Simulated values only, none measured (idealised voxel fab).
process module | voxel spacer lines
cross-section cut | 215 nm wide | cells 5 nm
A cross-section is a grid of square cells, given in bands from the top down. A band is one or more rows of cells.
Each band's line starts with the height of the band's top and of its bottom, in nm. Then come its materials from left to right, each with its width in nm. One material with "throughout" fills the band from edge to edge. "air" is empty space.
Height 0 is the level under which the wafer as received is all one material. The lowest band goes on downwards, as in "0 down".
A width such as "30 to 40" changes by the same amount from each row of cells to the next, from the band's top row to its bottom row.
"no change" after a step means that no cell of the cross-section changed.
closed voids: empty space of 8 cells or more with no open way to the top, each as width x height at its distance from the left edge, in nm
after a step's settings: what the simulator itself notes on the step
overlay nm, on a step with a mask: how far to the right of its planned place the mask lay; to the left if negative
plan
1 op RECEIVE | material Si
2 op CONFORMAL_DEP | material Al2O3 | thk nm 10
3 op DIRECTIONAL_DEP | material SiN | thk nm 15
4 op DIRECTIONAL_DEP | material aC | thk nm 30
5 op PATTERN | tone cover | mask id MANDREL | material resist | width nm 15 | pitch nm 60 | thk nm 40 | overlay nm 0
6 op DIRECTIONAL_ETCH | etch materials aC | depth nm 30
7 op STRIP | etch materials resist
8 op CONFORMAL_DEP | material SiO2 | thk nm 15
9 op DIRECTIONAL_ETCH | etch materials SiO2 | depth nm 15
10 op STRIP | etch materials aC
11 op DIRECTIONAL_ETCH | etch materials SiN | depth nm 15
12 op STRIP | etch materials SiO2
as received, after step 1
  0 down: Si throughout
  closed voids: none
a wafer at the end: this start, this plan, one mistake
  25 to 10: air 70 | SiN 15 | air 45 | SiN 15 | air 70
  10 to 0: Al2O3 throughout
  0 down: Si throughout
  closed voids: none
what went wrong: step 5 ran as: op PATTERN | tone open | mask id MANDREL | material resist | width nm 15 | pitch nm 60 | thk nm 40 | overlay nm 0
